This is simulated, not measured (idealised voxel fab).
process module | voxel capacitor over wiring
cross-section cut | 220 nm wide | cells 5 nm
A cross-section is a grid of square cells, given in bands from the top down. A band is one or more rows of cells.
Each band's line starts with the height of the band's top and of its bottom, in nm. Then come its materials from left to right, each with its width in nm. One material with "throughout" fills the band from edge to edge. "air" is empty space.
Height 0 is the level under which the wafer as received is all one material. The lowest band goes on downwards, as in "0 down".
A width such as "30 to 40" changes by the same amount from each row of cells to the next, from the band's top row to its bottom row.
"no change" after a step means that no cell of the cross-section changed.
closed voids: empty space of 8 cells or more with no open way to the top, each as width x height at its distance from the left edge, in nm
after a step's settings: what the simulator itself notes on the step
overlay nm, on a step with a mask: how far to the right of its planned place the mask lay; to the left if negative
plan
1 op RECEIVE | material Si
2 op CONFORMAL_DEP | material SiO2 | thk nm 10
3 op CONFORMAL_DEP | material SiCN | thk nm 5
4 op DIRECTIONAL_DEP | material lowk | thk nm 15
5 op PATTERN | tone open | mask id METAL_1 | material resist | width nm 30 | pitch nm 85 | thk nm 15 | overlay nm 0
6 op DIRECTIONAL_ETCH | etch materials lowk | depth nm 15
7 op DIRECTIONAL_ETCH | etch materials SiCN | depth nm 5
8 op STRIP | etch materials resist
9 op CONFORMAL_DEP | material TiN | thk nm 5
10 op FILL_DEP | material W | thk nm 10
11 op CMP | height nm 30
12 op CONFORMAL_DEP | material SiCN | thk nm 5
13 op DIRECTIONAL_DEP | material lowk | thk nm 10
14 op DIRECTIONAL_DEP | material aC | thk nm 15
15 op PATTERN | tone open | mask id PLUG_1 | material resist | width nm 15 | thk nm 30 | overlay nm 0
16 op DIRECTIONAL_ETCH | etch materials aC | depth nm 15
17 op STRIP | etch materials resist
18 op DIRECTIONAL_ETCH | etch materials lowk | depth nm 10
19 op DIRECTIONAL_ETCH | etch materials SiCN | depth nm 5
20 op STRIP | etch materials aC
21 op EPI | material Ru | thk nm 10
22 op EPI | material Ru | thk nm 5
23 op DIRECTIONAL_DEP | material TiN | thk nm 5
24 op DIRECTIONAL_DEP | material Al2O3 | thk nm 5
25 op DIRECTIONAL_DEP | material TiN | thk nm 5
26 op PATTERN | tone cover | mask id UPPER_PLATE | material resist | width nm 60 | thk nm 20 | overlay nm 0
27 op DIRECTIONAL_ETCH | etch materials TiN | depth nm 5
28 op DIRECTIONAL_ETCH | etch materials Al2O3 | depth nm 5
29 op STRIP | etch materials resist
30 op DIRECTIONAL_DEP | material aC | thk nm 15
31 op PATTERN | tone cover | mask id LOWER_PLATE | material resist | width nm 70 | thk nm 30 | overlay nm 0
32 op DIRECTIONAL_ETCH | etch materials aC | depth nm 15
33 op STRIP | etch materials resist
34 op DIRECTIONAL_ETCH | etch materials TiN | depth nm 5
35 op STRIP | etch materials aC
36 op FILL_DEP | material SiO2 | thk nm 20
37 op CMP | height nm 75
38 op PATTERN | tone open | mask id PLUG_2 | material resist | width nm 15 | thk nm 15 | overlay nm 0
39 op DIRECTIONAL_ETCH | etch materials SiO2 | depth nm 15
40 op STRIP | etch materials resist
41 op CONFORMAL_DEP | material TiN | thk nm 5
42 op FILL_DEP | material Cu | thk nm 10
43 op CMP | height nm 75
44 op CONFORMAL_DEP | material SiN | thk nm 5
as received, after step 1
  0 down: Si throughout
  closed voids: none
first wafer at the end, as planned
  80 to 75: SiN throughout
  75 to 65: SiO2 75 | TiN 5 | Cu 5 | TiN 5 | SiO2 130
  65 to 55: SiO2 75 to 65 | TiN 15 to 60 | SiO2 130 to 95
  55 to 50: SiO2 65 | Al2O3 60 | SiO2 95
  50 to 45: SiO2 60 | TiN 70 | SiO2 90
  45 to 35: lowk 65 | Ru 15 | lowk 140
  35 to 30: SiCN 65 | Ru 15 | SiCN 140
  30 to 15: lowk 50 | TiN 5 | W 20 | TiN 5 | lowk 55 | TiN 5 | W 20 | TiN 5 | lowk 55
  15 to 10: SiCN 50 | TiN 30 | SiCN 55 | TiN 30 | SiCN 55
  10 to 0: SiO2 throughout
  0 down: Si throughout
  closed voids: none
second wafer at the end: like start, like plan, one mistake
  80 to 75: SiN throughout
  75 to 65: SiO2 75 to 65 | TiN 15 to 25 | SiO2 130
  65 to 60: SiO2 65 | Al2O3 25 | SiO2 130
  60 to 55: SiO2 60 | TiN 65 | SiO2 95
  55 to 50: SiO2 55 | Ru 35 | Al2O3 35 | SiO2 95
  50 to 45: SiO2 55 | Ru 35 | TiN 40 | SiO2 90
  45 to 35: lowk 65 | Ru 15 | lowk 140
  35 to 30: SiCN 65 | Ru 15 | SiCN 140
  30 to 15: lowk 50 | TiN 5 | W 20 | TiN 5 | lowk 55 | TiN 5 | W 20 | TiN 5 | lowk 55
  15 to 10: SiCN 50 | TiN 30 | SiCN 55 | TiN 30 | SiCN 55
  10 to 0: SiO2 throughout
  0 down: Si throughout
  closed voids: none
what went wrong: step 21 was run twice
at the end the second wafer has, in cells: 2 fewer of Cu | 14 more of Ru | 8 fewer of SiO2 | 4 fewer of TiN
